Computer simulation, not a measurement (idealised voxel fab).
process module | voxel trench capacitor
cross-section cut | 225 nm wide | cells 5 nm
A cross-section is a grid of square cells, given in bands from the top down. A band is one or more rows of cells.
Each band's line starts with the height of the band's top and of its bottom, in nm. Then come its materials from left to right, each with its width in nm. One material with "throughout" fills the band from edge to edge. "air" is empty space.
Height 0 is the level under which the wafer as received is all one material. The lowest band goes on downwards, as in "0 down".
A width such as "30 to 40" changes by the same amount from each row of cells to the next, from the band's top row to its bottom row.
"no change" after a step means that no cell of the cross-section changed.
closed voids: empty space of 8 cells or more with no open way to the top, each as width x height at its distance from the left edge, in nm
after a step's settings: what the simulator itself notes on the step
overlay nm, on a step with a mask: how far to the right of its planned place the mask lay; to the left if negative
plan
1 op RECEIVE | material Si
2 op CONFORMAL_DEP | material SiN | thk nm 5
3 op DIRECTIONAL_DEP | material aC | thk nm 10
4 op PATTERN | tone open | mask id TRENCH | material resist | width nm 15 | pitch nm 45 | thk nm 25 | overlay nm 0
5 op DIRECTIONAL_ETCH | etch materials aC | depth nm 10
6 op STRIP | etch materials resist
7 op DIRECTIONAL_ETCH | etch materials SiN | depth nm 5
8 op DIRECTIONAL_ETCH | etch materials Si | depth nm 30
9 op STRIP | etch materials aC
10 op CONFORMAL_DEP | material Al2O3 | thk nm 5
11 op FILL_DEP | material polySi | thk nm 10
12 op CMP | height nm 5
as received, after step 1
  0 down: Si throughout
  closed voids: none
a wafer at the end: this start, this plan, one mistake
  5 to 0: SiN 80 | Al2O3 5 | aC 5 | Al2O3 5 | SiN 30 | Al2O3 5 | aC 5 | Al2O3 5 | SiN 85
  0 to -25: Si 80 | Al2O3 5 | aC 5 | Al2O3 5 | Si 30 | Al2O3 5 | aC 5 | Al2O3 5 | Si 85
  -25 to -30: Si 80 | Al2O3 15 | Si 30 | Al2O3 15 | Si 85
  -30 down: Si throughout
  closed voids: none
what went wrong: step 11 ran as: op FILL_DEP | material aC | thk nm 10
